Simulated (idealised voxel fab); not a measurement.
Process module, titled voxel ribs on slabs
It is cross-section cut that appears here, measuring 170 nm in width, its square cells being 5 nm in size.
When this document writes out a cross-section, it uses a grid of square cells and lists it as bands, beginning at the top and moving down, with a band standing for one or more rows of cells.
A band entry consists of two parts. The first gives the height of the band's top and the height of its bottom, in nm. The rest lists the band's materials from left to right, each with its width in nm. A single material labelled with the word "full width" fills the band from edge to edge, and the word "air" marks empty space.
Height datum 0, below which the as-received substrate wafer is one material. Lowest band open at the bottom, running downward: "0..down".
The two numbers in a width such as "30->40" mark its ends across the band: the first belongs to the top row of cells, the second to the bottom row, and from each row to the next the width moves by the same amount.
"stayed the same" (step): cross-section cells unchanged, all of them.
For the entry "Enclosed voids", the listed items are empty spaces with no open way to the top whose size is 8 cells or more; each item follows the pattern width x height at distance, where distance is from the left edge and all three are in nm.
Anything after a step's settings on that line? It's the simulator's own note about the step.
What "overlay nm" on a step's line means: if the step has a mask, that mask lay this far to the right of its planned place, or, when the value is negative, to the left.
### Steps in the process plan
1,RECEIVE | material Si
2,DIRECTIONAL_DEP | material SiO2 | thk nm 30
3,DIRECTIONAL_DEP | material SiN | thk nm 15
4,PATTERN | tone cover | mask id RIB | material resist | width nm 30 | thk nm 20 | overlay nm 0
5,DIRECTIONAL_ETCH | etch materials SiN | depth nm 10
6,STRIP | etch materials resist
7,DIRECTIONAL_DEP | material aC | thk nm 10
8,PATTERN | tone cover | mask id SLAB | material resist | width nm 60 | thk nm 25 | overlay nm 0
9,DIRECTIONAL_ETCH | etch materials aC | depth nm 10
10,STRIP | etch materials resist
11,DIRECTIONAL_ETCH | etch materials SiN | depth nm 5
12,STRIP | etch materials aC
13,FILL_DEP | material SiO2 | thk nm 30
14,CMP | height nm 65
15,DIRECTIONAL_DEP | material W | thk nm 5
16,PATTERN | tone cover | mask id HEATER | material resist | width nm 40 | thk nm 20 | overlay nm 0
17,DIRECTIONAL_ETCH | etch materials W | depth nm 5
18,STRIP | etch materials resist
19,CONFORMAL_DEP | material SiN | thk nm 10
### Incoming wafer, cross-sectional view, post step 1
* 0..down | Si full width
* Enclosed voids: none
### Cross-section: first of two wafers, module finished, run according to plan
* 80..75 | air (55) | SiN (60) | air (55)
* 75..70 | SiN full width
* 70..65 | SiN (65) | W (40) | SiN (65)
* 65..45 | SiO2 full width
* 45..35 | SiO2 (70) | SiN (30) | SiO2 (70)
* 35..30 | SiO2 (55) | SiN (60) | SiO2 (55)
* 30..0 | SiO2 full width
* 0..down | Si full width
* Enclosed voids: none
### Here is the second of the two wafers cut open at the end of the module - same start, same plan as the first one, but we made one mistake running it
* 80..75 | air (55) | SiN (60) | air (55)
* 75..70 | SiN full width
* 70..65 | SiN (65) | W (40) | SiN (65)
* 65..40 | SiO2 full width
* 40..35 | SiO2 (70) | SiN (30) | SiO2 (70)
* 35..30 | SiN (55) | SiO2 (15) | SiN (30) | SiO2 (15) | SiN (55)
* 30..0 | SiO2 full width
* 0..down | Si full width
* Enclosed voids: none
Run error: not per plan at step 8, really ran PATTERN | tone open | mask id SLAB | material resist | width nm 60 | thk nm 25 | overlay nm 0
The final cell counts differ between the wafers, with the second having more or fewer of some materials than the first: +10 SiN, -10 SiO2
